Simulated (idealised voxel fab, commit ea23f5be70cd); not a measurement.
Name of the process module below: voxel lift off
Xsec cut, 155 nm wide, square cell size 5 nm.
A cross-section in this document is a grid of square cells, and it is written down as bands, the top band listed before the ones below it; a band is made up of one or more rows of cells. Top height, bottom height, nm. Materials left to right, width each, nm. Single material + "throughout" = fills band edge to edge. "empty" = empty. The level at which height equals 0 is the one under which the wafer, as it arrives, is entirely one material. No lower edge exists for the bottom band, which continues downward and is notated as in "z 0 and below". A width such as "30->40" changes by the same amount from each row of cells to the next, from the band's top row to its bottom row. "remains unaltered", as given for a step, is the statement that not any cell of the cross-section underwent a change during that step. "Trapped voids": sealed empty spaces, 8 cells or more, no open way to top, listed width x height at distance, with distance from the left edge and width, height and distance in nm. Post-settings text on a step line: simulator's own remark regarding the step. A step line may carry the setting "overlay nm", which, for steps involving a mask, states the distance by which the mask lay to the right of its intended position; negative values denote displacement to the left.
THESE ARE THE STEPS WE PLANNED FOR THE PROCESS
1: RECEIVE (material Si)
2: CONFORMAL_DEP (material Al2O3; thk nm 15)
3: PATTERN (tone open; mask id LINES; material resist; width nm 15; pitch nm 40; thk nm 25; overlay nm 0)
4: DIRECTIONAL_DEP (material Ru; thk nm 15)
5: STRIP (etch materials resist)
6: CONFORMAL_DEP (material SiO2; thk nm 5)
CROSS-SECTIONAL VIEW OF THE WAFER IN ITS AS-RECEIVED CONDITION, CORRESPONDING TO THE STATE AFTER STEP 1
  z 0 and below | Si throughout
  Trapped voids: none
END-OF-MODULE XS, FIRST OF TWO WAFERS, RUN AS PLANNED
  z 35 to 30 | empty=25 / SiO2=25 / empty=15 / SiO2=25 / empty=15 / SiO2=25 / empty=25
  z 30 to 20 | empty=25 / SiO2=5 / Ru=15 / SiO2=5 / empty=15 / SiO2=5 / Ru=15 / SiO2=5 / empty=15 / SiO2=5 / Ru=15 / SiO2=5 / empty=25
  z 20 to 15 | SiO2=30 / Ru=15 / SiO2=25 / Ru=15 / SiO2=25 / Ru=15 / SiO2=30
  z 15 to 0 | Al2O3 throughout
  z 0 and below | Si throughout
  Trapped voids: none
CROSS-SECTIONAL IMAGE OF THE SECOND WAFER OF THE TWO FOLLOWING COMPLETION OF THE MODULE. STARTING STATE AND PROCESS PLAN WERE THE SAME AS FOR THE FIRST WAFER; ONE EXECUTION ERROR OCCURRED
  z 40 to 35 | empty=25 / SiO2=25 / empty=15 / SiO2=25 / empty=15 / SiO2=25 / empty=25
  z 35 to 25 | empty=25 / SiO2=5 / Ru=15 / SiO2=5 / empty=15 / SiO2=5 / Ru=15 / SiO2=5 / empty=15 / SiO2=5 / Ru=15 / SiO2=5 / empty=25
  z 25 to 20 | SiO2=30 / Ru=15 / SiO2=25 / Ru=15 / SiO2=25 / Ru=15 / SiO2=30
  z 20 to 0 | Al2O3 throughout
  z 0 and below | Si throughout
  Trapped voids: none
What went wrong in running the wafer? so step 2 ended up running with a different setting than we planned, it ran as CONFORMAL_DEP (material Al2O3; thk nm 20)
Final comparison by cell count, materials where the second wafer has more or fewer than the first: Al2O3: 31 more
